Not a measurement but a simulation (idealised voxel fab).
A process module follows: voxel fin reveal.
Section cut is 245 nm wide and gridded with 5 nm square cells.
Cross-section = grid of square cells, listed top down in bands; band = one or more rows.
Per band: top height and bottom height in nm, followed by the left-to-right materials and their widths in nm; "all across" marks a single material spanning edge to edge, "blank" marks empty space.
For the purposes of this specification, 0 denotes the height below which the wafer in its as-received condition is composed wholly of one material, and the lowermost band, lacking a lower limit, extends downward without end, as expressed in "0 nm and below".
Width "30->40": first value at the band's top row of cells, second value at its bottom row, equal change from row to row.
When a step is marked "no change", none of the cells in the cross-section changed during that step.
"Encapsulated voids" - sealed voids, min. 8 cells, no opening to top; format: width x height at distance (distance from left edge; nm throughout).
Heads up: the bit after the settings on a step's line is the simulator's remark on that step.
overlay nm: on a step with a mask, how far right of its planned place the mask lay; negative means left.

-- So here's the lineup of process steps we planned
1,RECEIVE with material Si
2,CONFORMAL_DEP with material SiN, thk nm 5
3,PATTERN with tone cover, mask id FINS, material resist, width nm 15, pitch nm 35, thk nm 20, overlay nm 0
4,DIRECTIONAL_ETCH with etch materials SiN, depth nm 5
5,DIRECTIONAL_ETCH with etch materials Si, depth nm 40
6,STRIP with etch materials resist
7,OXIDIZE with depth nm 5
8,FILL_DEP with material SiO2, thk nm 15
9,CMP with height nm 5
10,SELECTIVE_ETCH with etch materials SiO2, depth nm 20
11,STRIP with etch materials SiN

-- first wafer, as planned

-- Step 1 complete: cross-section of the wafer as received
	0 nm and below | Si all across
	Encapsulated voids: none

-- Sectional view: wafer, after step 2
	5 nm to 0 nm | SiN all across
	Under 0: no change, same as before.

-- Sectional view: wafer, after step 3
	25 nm to 5 nm | blank (80); resist (15); blank (20); resist (15); blank (20); resist (15); blank (80)
	Under 5: no change, same as before.

-- Sectional view: wafer, after step 4
	25 nm to 5 nm | blank (80); resist (15); blank (20); resist (15); blank (20); resist (15); blank (80)
	5 nm to 0 nm | blank (80); SiN (15); blank (20); SiN (15); blank (20); SiN (15); blank (80)
	Under 0: no change, same as before.

-- Sectional view: wafer, after step 5
	25 nm to 5 nm | blank (80); resist (15); blank (20); resist (15); blank (20); resist (15); blank (80)
	5 nm to 0 nm | blank (80); SiN (15); blank (20); SiN (15); blank (20); SiN (15); blank (80)
	0 nm to -40 nm | blank (80); Si (15); blank (20); Si (15); blank (20); Si (15); blank (80)
	Under -40: no change, same as before.

-- Sectional view: wafer, after step 6
	5 nm to 0 nm | blank (80); SiN (15); blank (20); SiN (15); blank (20); SiN (15); blank (80)
	Under 0: no change, same as before.

-- Sectional view: wafer, after step 7
	5 nm to 0 nm | blank (80); SiN (15); blank (20); SiN (15); blank (20); SiN (15); blank (80)
	0 nm to -40 nm | blank (80); SiO2 (5); Si (5); SiO2 (5); blank (20); SiO2 (5); Si (5); SiO2 (5); blank (20); SiO2 (5); Si (5); SiO2 (5); blank (80)
	-40 nm to -45 nm | SiO2 (85); Si (5); SiO2 (30); Si (5); SiO2 (30); Si (5); SiO2 (85)
	Under -45: no change, same as before.

-- Sectional view: wafer, after step 8
	20 nm to 5 nm | SiO2 all across
	5 nm to 0 nm | SiO2 (80); SiN (15); SiO2 (20); SiN (15); SiO2 (20); SiN (15); SiO2 (80)
	0 nm to -45 nm | SiO2 (85); Si (5); SiO2 (30); Si (5); SiO2 (30); Si (5); SiO2 (85)
	Under -45: no change, same as before.

-- Sectional view: wafer, after step 9
	5 nm to 0 nm | SiO2 (80); SiN (15); SiO2 (20); SiN (15); SiO2 (20); SiN (15); SiO2 (80)
	Under 0: no change, same as before.

-- Sectional view: wafer, after step 10
	5 nm to 0 nm | blank (80); SiN (15); blank (20); SiN (15); blank (20); SiN (15); blank (80)
	0 nm to -15 nm | blank (85); Si (5); blank (30); Si (5); blank (30); Si (5); blank (85)
	Under -15: no change, same as before.

-- Sectional view: wafer, after step 11
	0 nm to -15 nm | blank (85); Si (5); blank (30); Si (5); blank (30); Si (5); blank (85)
	Under -15: no change, same as before.

-- Second of two: same start, same plan, one run error; steps up to and including 8 match the first

X-section, second wafer, when step 9 was due to finish: no change

-- X-section, second wafer, when step 10 was due to finish
	5 nm to 0 nm | blank (80); SiN (15); blank (20); SiN (15); blank (20); SiN (15); blank (80)
	Under 0: no change, same as before.

-- X-section, second wafer, when step 11 was due to finish
	0 nm to -45 nm | SiO2 (85); Si (5); SiO2 (30); Si (5); SiO2 (30); Si (5); SiO2 (85)
	Under -45: no change, same as before.
Here's what went sideways: step 9 of the plan got skipped, so it never ran
It is noted that, at the conclusion of processing, the second wafer exhibits a higher or lower cell count for certain materials relative to the first: +138 SiO2
